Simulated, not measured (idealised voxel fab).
Name of the process module below: voxel wiring stack
The cross-section on display is named cut; it measures 280 nm wide, and its cells are 5 nm squares.
In what follows, cross-sections appear as grids of square cells, described through bands that run from the top down, where every band is one or more rows of cells. Top, bottom (nm), then materials left to right with widths (nm); lone material tagged "throughout" fills the whole band edge to edge; "blank" = empty space. Note: height 0 marks the level under which the wafer is uniformly one material as received. Lowest band unbounded below, written "0 and below". Top row gets the first number, bottom row gets the second, and each row in between changes by the same step: that is how a band width like "30 to 40" works. Step note "nothing got changed" = no cross-section cell changed. "Sealed void list": empty spaces of 8 cells or more with no open way to the top, each given as width x height at distance, distance from the left edge, all in nm. On each step's line, the part that comes after the settings is the simulator's own comment on the step. overlay nm: on a step with a mask, how far right of its planned place the mask lay; negative means left.
## Here's what the planned process steps look like
1. RECEIVE, material Si
2. CONFORMAL_DEP, material SiO2, thk nm 15
3. DIRECTIONAL_DEP, material TiN, thk nm 5
4. DIRECTIONAL_DEP, material Ru, thk nm 25
5. MASKED_ETCH, tone cover, mask id METAL_1, width nm 20, pitch nm 50, etch materials Ru, depth nm 25, overlay nm 0
6. MASKED_ETCH, tone cover, mask id METAL_1, width nm 20, pitch nm 50, etch materials TiN, depth nm 5, overlay nm 0
7. CONFORMAL_DEP, material SiCN, thk nm 5
8. FILL_DEP, material SiO2, thk nm 5
9. CMP, height nm 45
10. CONFORMAL_DEP, material SiCN, thk nm 5
11. DIRECTIONAL_DEP, material lowk, thk nm 20
12. PATTERN, tone open, mask id PLUG_1, material resist, width nm 15, pitch nm 100, thk nm 15, overlay nm 0
13. DIRECTIONAL_ETCH, etch materials lowk, depth nm 20
14. DIRECTIONAL_ETCH, etch materials SiCN, depth nm 5
15. STRIP, etch materials resist
16. CONFORMAL_DEP, material TiN, thk nm 5
17. FILL_DEP, material W, thk nm 5
18. CMP, height nm 70
19. DIRECTIONAL_DEP, material TiN, thk nm 5
20. DIRECTIONAL_DEP, material Ru, thk nm 20
21. DIRECTIONAL_DEP, material aC, thk nm 10
22. PATTERN, tone cover, mask id METAL_2, material resist, width nm 20, pitch nm 50, thk nm 30, overlay nm 0
23. DIRECTIONAL_ETCH, etch materials aC, depth nm 10
24. STRIP, etch materials resist
25. DIRECTIONAL_ETCH, etch materials Ru, depth nm 20
26. DIRECTIONAL_ETCH, etch materials TiN, depth nm 5
27. STRIP, etch materials aC
28. CONFORMAL_DEP, material SiN, thk nm 5
29. FILL_DEP, material lowk, thk nm 5
30. CMP, height nm 95
31. CONFORMAL_DEP, material SiCN, thk nm 5
32. DIRECTIONAL_DEP, material lowk, thk nm 25
33. MASKED_ETCH, tone open, mask id METAL_3_HOLES, width nm 15, pitch nm 100, etch materials lowk, depth nm 25, overlay nm 0
34. PATTERN, tone open, mask id METAL_3, material resist, width nm 20, pitch nm 50, thk nm 20, overlay nm 0
35. DIRECTIONAL_ETCH, etch materials lowk, depth nm 15
36. DIRECTIONAL_ETCH, etch materials SiCN, depth nm 5
37. STRIP, etch materials resist
38. CONFORMAL_DEP, material TiN, thk nm 5
39. FILL_DEP, material Cu, thk nm 5
40. CMP, height nm 125
41. CONFORMAL_DEP, material SiN, thk nm 5
## Received-state cross-section, reflecting completion of step 1
0 and below = Si throughout
Sealed void list: none
## Module complete, cross-section. Starting point and plan per above. One mistake made in running the module
130 down to 125 = SiN throughout
125 down to 115 = 80 nm lowk, then 5 nm TiN, then 10 nm Cu, then 5 nm TiN, then 30 nm lowk, then 5 nm TiN, then 10 nm Cu, then 5 nm TiN, then 30 nm lowk, then 5 nm TiN, then 10 nm Cu, then 5 nm TiN, then 80 nm lowk
115 down to 110 = 80 nm lowk, then 5 nm TiN, then 5 nm Cu, then 10 nm TiN, then 30 nm lowk, then 20 nm TiN, then 30 nm lowk, then 5 nm TiN, then 5 nm Cu, then 10 nm TiN, then 80 nm lowk
110 down to 100 = 80 nm lowk, then 5 nm TiN, then 5 nm Cu, then 5 nm TiN, then 85 nm lowk, then 5 nm TiN, then 5 nm Cu, then 5 nm TiN, then 85 nm lowk
100 down to 95 = 80 nm SiCN, then 15 nm TiN, then 85 nm SiCN, then 15 nm TiN, then 85 nm SiCN
95 down to 75 = 75 nm lowk, then 5 nm SiN, then 20 nm Ru, then 5 nm SiN, then 20 nm lowk, then 5 nm SiN, then 20 nm Ru, then 5 nm SiN, then 20 nm lowk, then 5 nm SiN, then 20 nm Ru, then 5 nm SiN, then 75 nm lowk
75 down to 70 = 80 nm SiN, then 20 nm TiN, then 30 nm SiN, then 20 nm TiN, then 30 nm SiN, then 20 nm TiN, then 80 nm SiN
70 down to 50 = 80 nm lowk, then 5 nm TiN, then 5 nm W, then 5 nm TiN, then 85 nm lowk, then 5 nm TiN, then 5 nm W, then 5 nm TiN, then 85 nm lowk
50 down to 45 = 80 nm SiCN, then 15 nm TiN, then 85 nm SiCN, then 15 nm TiN, then 85 nm SiCN
45 down to 20 = SiCN throughout
20 down to 15 = TiN throughout
15 down to 0 = SiO2 throughout
0 and below = Si throughout
Sealed void list: none
What was the processing mistake? step 4 off recipe, ran as DIRECTIONAL_DEP, material SiCN, thk nm 25
